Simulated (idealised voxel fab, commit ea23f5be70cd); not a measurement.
process module | voxel self aligned vias
cross-section cut | 290 nm wide | cells 5 nm
A cross-section is a grid of square cells, given in bands from the top down. A band is one or more rows of cells.
Each band's line starts with the height of the band's top and of its bottom, in nm. Then come its materials from left to right, each with its width in nm. One material with "throughout" fills the band from edge to edge. "air" is empty space.
Height 0 is the level under which the wafer as received is all one material. The lowest band goes on downwards, as in "0 down".
A width such as "30 to 40" changes by the same amount from each row of cells to the next, from the band's top row to its bottom row.
"no change" after a step means that no cell of the cross-section changed.
closed voids: empty space of 8 cells or more with no open way to the top, each as width x height at its distance from the left edge, in nm
after a step's settings: what the simulator itself notes on the step
overlay nm, on a step with a mask: how far to the right of its planned place the mask lay; to the left if negative
plan
1 op RECEIVE | material Si
2 op CONFORMAL_DEP | material SiO2 | thk nm 15
3 op CONFORMAL_DEP | material SiCN | thk nm 5
4 op DIRECTIONAL_DEP | material SiO2 | thk nm 20
5 op MASKED_ETCH | tone open | mask id LINES | width nm 30 | pitch nm 65 | etch materials SiO2 | depth nm 20 | overlay nm 0
6 op CONFORMAL_DEP | material TiN | thk nm 5
7 op FILL_DEP | material Ru | thk nm 10
8 op CMP | height nm 40
9 op SELECTIVE_ETCH | etch materials W Ru TiN | depth nm 5
10 op FILL_DEP | material SiN | thk nm 10
11 op CMP | height nm 40
12 op DIRECTIONAL_DEP | material SiO2 | thk nm 15
13 op DIRECTIONAL_DEP | material aC | thk nm 10
14 op PATTERN | tone open | mask id VIAS | material resist | width nm 40 | pitch nm 130 | thk nm 30 | overlay nm 0
15 op DIRECTIONAL_ETCH | etch materials aC | depth nm 10
16 op STRIP | etch materials resist
17 op DIRECTIONAL_ETCH | etch materials SiO2 | depth nm 15
18 op DIRECTIONAL_ETCH | etch materials SiN | depth nm 5
19 op STRIP | etch materials aC
20 op CONFORMAL_DEP | material TiN | thk nm 5
21 op FILL_DEP | material W | thk nm 10
22 op CMP | height nm 55
23 op CONFORMAL_DEP | material SiCN | thk nm 5
as received, after step 1
  0 down: Si throughout
  closed voids: none
a wafer at the end: this start, this plan, one mistake
  60 to 55: SiCN throughout
  55 to 40: SiO2 60 | TiN 5 | W 30 | TiN 5 | SiO2 90 | TiN 5 | W 30 | TiN 5 | SiO2 60
  40 to 35: SiN 60 | TiN 40 | SiN 90 | TiN 40 | SiN 60
  35 to 20: SiO2 65 | TiN 5 | Ru 20 | TiN 5 | SiO2 35 | TiN 5 | Ru 20 | TiN 5 | SiO2 35 | TiN 5 | Ru 20 | TiN 5 | SiO2 65
  20 to 15: SiO2 65 | TiN 30 | SiO2 35 | TiN 30 | SiO2 35 | TiN 30 | SiO2 65
  15 to 0: SiO2 throughout
  0 down: Si throughout
  closed voids: none
what went wrong: step 3 was left out
